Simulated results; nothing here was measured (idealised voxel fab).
Process module under the name voxel capacitor over wiring
235 nm wide, 5 nm square cells: that's cross-section cut.
Just so we're on the same page, the cross-sections are grids of square cells, and they're listed out in bands top to bottom, each band one or more rows deep. The band entry comprises the height of the band's top followed by the height of its bottom, expressed in nm, and subsequently the band's materials from left to right, each stated together with its width in nm. Where a single material is marked with the word "edge to edge", that material fills the band from edge to edge. The word "empty" represents empty space. Height reference: 0 = level under which incoming wafer is all one material. Lowest band: no bottom, runs on downward, e.g. "0 down". You'd read "30 to 40" like this: the band's top row of cells is as wide as the first number, its bottom row is as wide as the second, and going down, every row changes width by the same amount as the row before did. Step note "no alterations made" = no cross-section cell changed. Closed internal cavities: empty space of 8 cells or more with no open way to the top, each as width x height at its distance from the left edge, in nm. Past the settings on a step's line: simulator remark, on that step. overlay nm: on a step with a mask, how far right of its planned place the mask lay; negative means left. Reading key. Pairs: pre-step and post-step cross-section, one process step apart; post-step view only to lowest changed band. Step between + settings: beneath pair. Runs: pairs may be from different runs of this module, same starting wafer. Continuation from pair above: only where "State before" entry says.
STATE BEFORE
	85 to 75  85 empty, 15 SiO2, 135 empty
	75 to 65  75 SiO2, 55 TiN, 105 SiO2
	65 to 60  75 SiO2, 55 SiN, 105 SiO2
	60 to 50  70 SiO2, 65 TiN, 100 SiO2
	50 to 40  75 SiO2, 5 TiN, 5 Ru, 5 TiN, 145 SiO2
	40 to 35  75 SiCN, 15 TiN, 145 SiCN
	35 to 15  65 lowk, 25 Ru, 50 lowk, 25 Ru, 70 lowk
	15 to 10  65 lowk, 25 TiN, 50 lowk, 25 TiN, 70 lowk
	10 to 0  SiO2 edge to edge
	0 down  Si edge to edge
	Closed internal cavities: none
POST-STEP SNAPSHOT
	90 to 85  80 empty, 25 TiN, 130 empty
	85 to 80  80 empty, 5 TiN, 15 SiO2, 5 TiN, 130 empty
	80 to 75  85 TiN, 15 SiO2, 135 TiN
	Below a height of 75, the structure has not been altered.
	Closed internal cavities: none
The structure shown above changes from one cross-section to the other through CONFORMAL_DEP,material TiN,thk nm 5
State before: the pre-step structure is the one depicted after the step in the pair just above.
POST-STEP SNAPSHOT
	95 to 90  Ru edge to edge
	90 to 85  80 Ru, 25 TiN, 130 Ru
	85 to 80  80 Ru, 5 TiN, 15 SiO2, 5 TiN, 130 Ru
	Below a height of 80, the structure has not been altered.
	Closed internal cavities: none
The structure shown above changes from one cross-section to the other through FILL_DEP,material Ru,thk nm 5
State before: the pre-step structure is the one depicted after the step in the pair just above.
POST-STEP SNAPSHOT
	85 to 80  80 Ru, 5 TiN, 15 SiO2, 5 TiN, 130 Ru
	Below a height of 80, the structure has not been altered.
	Closed internal cavities: none
The structure shown above changes from one cross-section to the other through CMP,height nm 85
State before: the pre-step structure is the one depicted after the step in the pair just above.
POST-STEP SNAPSHOT
	90 to 85  SiN edge to edge
	Below a height of 85, the structure has not been altered.
	Closed internal cavities: none
The structure shown above changes from one cross-section to the other through CONFORMAL_DEP,material SiN,thk nm 5
